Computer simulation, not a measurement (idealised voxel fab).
The document below concerns the process module designated voxel transistor to metal.
The cross-section shown here is cut; it is 150 nm wide and divided into square cells measuring 5 nm on a side.
Reading order for cross-sections: top band down to bottom band. Underlying form: a grid of square cells. Band size: one or more rows of cells.
Heads up on the band format: heights come first, top then bottom, in nm. After that it's the materials left to right, each with its width in nm. A single material flagged "edge to edge" fills the whole band edge to edge, and "blank" means there's empty space there.
Height datum 0, below which the as-received substrate wafer is one material. Lowest band open at the bottom, running downward: "0 -> down".
The two numbers in a width such as "30..40" mark its ends across the band: the first belongs to the top row of cells, the second to the bottom row, and from each row to the next the width moves by the same amount.
No cell of the cross-section changed in a step that is given as "nothing different".
In the "Tabulated closed voids" entry, you get each enclosed empty space of 8 cells or more, one with no open way to the top, written width x height at distance, distance from the left edge, in nm.
Past the settings on a step's line: simulator remark, on that step.
The "overlay nm" setting may appear on a step's line; for a step that uses a mask, it gives how far to the right of its planned position the mask lay, and a negative value indicates the left.
## So here's the lineup of process steps we planned
1. op RECEIVE | material Si
2. op OXIDIZE | depth nm 5
3. op CONFORMAL_DEP | material SiN | thk nm 15
4. op PATTERN | tone cover | mask id ACTIVE | material resist | width nm 90 | thk nm 20 | overlay nm 0
5. op DIRECTIONAL_ETCH | etch materials SiN | depth nm 15
6. op DIRECTIONAL_ETCH | etch materials SiO2 | depth nm 5
7. op DIRECTIONAL_ETCH | etch materials Si | depth nm 25
8. op STRIP | etch materials resist
9. op FILL_DEP | material SiO2 | thk nm 5
10. op CMP | height nm 15
11. op SELECTIVE_ETCH | etch materials SiO2 | depth nm 15
12. op STRIP | etch materials SiN
13. op SELECTIVE_ETCH | etch materials SiO2 | depth nm 5
14. op OXIDIZE | depth nm 5
15. op DIRECTIONAL_DEP | material polySi | thk nm 25
16. op DIRECTIONAL_DEP | material SiCN | thk nm 15
17. op MASKED_ETCH | tone cover | mask id GATE | width nm 20 | etch materials SiCN | depth nm 25 | overlay nm 0
18. op MASKED_ETCH | tone cover | mask id GATE | width nm 20 | etch materials polySi | depth nm 35 | overlay nm 0
19. op CONFORMAL_DEP | material SiN | thk nm 10
20. op DIRECTIONAL_ETCH | etch materials SiN | depth nm 10
21. op DIRECTIONAL_ETCH | etch materials SiO2 | depth nm 5
22. op DIRECTIONAL_ETCH | etch materials Si | depth nm 5
23. op EPI | material SiGe | thk nm 10
24. op FILL_DEP | material SiO2 | thk nm 5
25. op CMP | height nm 35
26. op DIRECTIONAL_DEP | material SiO2 | thk nm 15
27. op PATTERN | tone open | mask id CONTACT | material resist | width nm 15 | pitch nm 65 | thk nm 20 | overlay nm 0
28. op DIRECTIONAL_ETCH | etch materials SiO2 | depth nm 55
29. op STRIP | etch materials resist
30. op CONFORMAL_DEP | material TiN | thk nm 5
31. op FILL_DEP | material W | thk nm 10
32. op CMP | height nm 50
33. op DIRECTIONAL_DEP | material TiN | thk nm 5
34. op DIRECTIONAL_DEP | material Ru | thk nm 25
35. op DIRECTIONAL_DEP | material aC | thk nm 10
36. op PATTERN | tone cover | mask id METAL_1 | material resist | width nm 15 | pitch nm 65 | thk nm 25 | overlay nm 0
37. op DIRECTIONAL_ETCH | etch materials aC | depth nm 10
38. op STRIP | etch materials resist
39. op DIRECTIONAL_ETCH | etch materials Ru | depth nm 25
40. op DIRECTIONAL_ETCH | etch materials TiN | depth nm 5
41. op STRIP | etch materials aC
42. op CONFORMAL_DEP | material SiN | thk nm 5
43. op FILL_DEP | material SiO2 | thk nm 5
44. op CMP | height nm 80
45. op CONFORMAL_DEP | material SiCN | thk nm 5
46. op DIRECTIONAL_DEP | material SiO2 | thk nm 35
47. op PATTERN | tone open | mask id METAL_2 | material resist | width nm 15 | pitch nm 65 | thk nm 20 | overlay nm 0
48. op DIRECTIONAL_ETCH | etch materials SiO2 | depth nm 20
49. op STRIP | etch materials resist
50. op PATTERN | tone open | mask id METAL_2_HOLES | material resist | width nm 15 | pitch nm 65 | thk nm 20 | overlay nm 0
51. op DIRECTIONAL_ETCH | etch materials SiO2 | depth nm 15
52. op DIRECTIONAL_ETCH | etch materials SiCN | depth nm 5
53. op STRIP | etch materials resist
54. op CONFORMAL_DEP | material TiN | thk nm 5
55. op FILL_DEP | material Ru | thk nm 10
56. op CMP | height nm 120
57. op CONFORMAL_DEP | material SiN | thk nm 5
## Cross-section of the incoming wafer, state after step 1
- 0 -> down  Si edge to edge
- Tabulated closed voids: none
## First of two wafers at the end of the module, shown in cross-section; run carried out as planned
- 125 -> 120  SiN edge to edge
- 120 -> 85  35 of SiO2, 5 of TiN, 5 of Ru, 5 of TiN, 50 of SiO2, 5 of TiN, 5 of Ru, 5 of TiN, 35 of SiO2
- 85 -> 80  35 of SiCN, 15 of TiN, 50 of SiCN, 15 of TiN, 35 of SiCN
- 80 -> 55  30 of SiO2, 5 of SiN, 15 of Ru, 5 of SiN, 40 of SiO2, 5 of SiN, 15 of Ru, 5 of SiN, 30 of SiO2
- 55 -> 50  35 of SiN, 15 of TiN, 50 of SiN, 15 of TiN, 35 of SiN
- 50 -> 35  35 of SiO2, 5 of TiN, 5 of W, 5 of TiN, 50 of SiO2, 5 of TiN, 5 of W, 5 of TiN, 35 of SiO2
- 35 -> 20  35 of SiO2, 5 of TiN, 5 of W, 5 of TiN, 5 of SiO2, 10 of SiN, 20 of SiCN, 10 of SiN, 5 of SiO2, 5 of TiN, 5 of W, 5 of TiN, 35 of SiO2
- 20 -> 5  35 of SiO2, 5 of TiN, 5 of W, 5 of TiN, 5 of SiO2, 10 of SiN, 20 of polySi, 10 of SiN, 5 of SiO2, 5 of TiN, 5 of W, 5 of TiN, 35 of SiO2
- 5 -> 0  35 of SiO2, 15 of TiN, 5 of SiO2, 10 of SiN, 20 of polySi, 10 of SiN, 5 of SiO2, 15 of TiN, 35 of SiO2
- 0 -> -5  35 of SiO2, 10 of TiN, 10 of SiGe, 10 of SiN, 20 of polySi, 10 of SiN, 10 of SiGe, 10 of TiN, 35 of SiO2
- -5 -> -10  25 of SiO2, 30 of SiGe, 40 of SiO2, 30 of SiGe, 25 of SiO2
- -10 -> -15  30 of SiO2, 25 of SiGe, 40 of Si, 25 of SiGe, 30 of SiO2
- -15 -> -30  30 of SiO2, 90 of Si, 30 of SiO2
- -30 -> down  Si edge to edge
- Tabulated closed voids: none
## second wafer at the end: like start, like plan, one mistake
- 125 -> 120  SiN edge to edge
- 120 -> 85  35 of SiO2, 5 of TiN, 5 of Ru, 5 of TiN, 50 of SiO2, 5 of TiN, 5 of Ru, 5 of TiN, 35 of SiO2
- 85 -> 80  35 of SiCN, 15 of TiN, 50 of SiCN, 15 of TiN, 35 of SiCN
- 80 -> 55  30 of TiN, 5 of SiN, 15 of Ru, 5 of SiN, 40 of TiN, 5 of SiN, 15 of Ru, 5 of SiN, 30 of TiN
- 55 -> 50  35 of SiN, 15 of TiN, 50 of SiN, 15 of TiN, 35 of SiN
- 50 -> 35  35 of SiO2, 5 of TiN, 5 of W, 5 of TiN, 50 of SiO2, 5 of TiN, 5 of W, 5 of TiN, 35 of SiO2
- 35 -> 20  35 of SiO2, 5 of TiN, 5 of W, 5 of TiN, 5 of SiO2, 10 of SiN, 20 of SiCN, 10 of SiN, 5 of SiO2, 5 of TiN, 5 of W, 5 of TiN, 35 of SiO2
- 20 -> 5  35 of SiO2, 5 of TiN, 5 of W, 5 of TiN, 5 of SiO2, 10 of SiN, 20 of polySi, 10 of SiN, 5 of SiO2, 5 of TiN, 5 of W, 5 of TiN, 35 of SiO2
- 5 -> 0  35 of SiO2, 15 of TiN, 5 of SiO2, 10 of SiN, 20 of polySi, 10 of SiN, 5 of SiO2, 15 of TiN, 35 of SiO2
- 0 -> -5  35 of SiO2, 10 of TiN, 10 of SiGe, 10 of SiN, 20 of polySi, 10 of SiN, 10 of SiGe, 10 of TiN, 35 of SiO2
- -5 -> -10  25 of SiO2, 30 of SiGe, 40 of SiO2, 30 of SiGe, 25 of SiO2
- -10 -> -15  30 of SiO2, 25 of SiGe, 40 of Si, 25 of SiGe, 30 of SiO2
- -15 -> -30  30 of SiO2, 90 of Si, 30 of SiO2
- -30 -> down  Si edge to edge
- Tabulated closed voids: none
Misprocessing identified: note that step 43 departed from the planned setting and was carried out as op FILL_DEP | material TiN | thk nm 5
Wafer comparison, final, in cells, second relative to first, materials more or fewer: SiO2: 100 fewer | TiN: 100 more
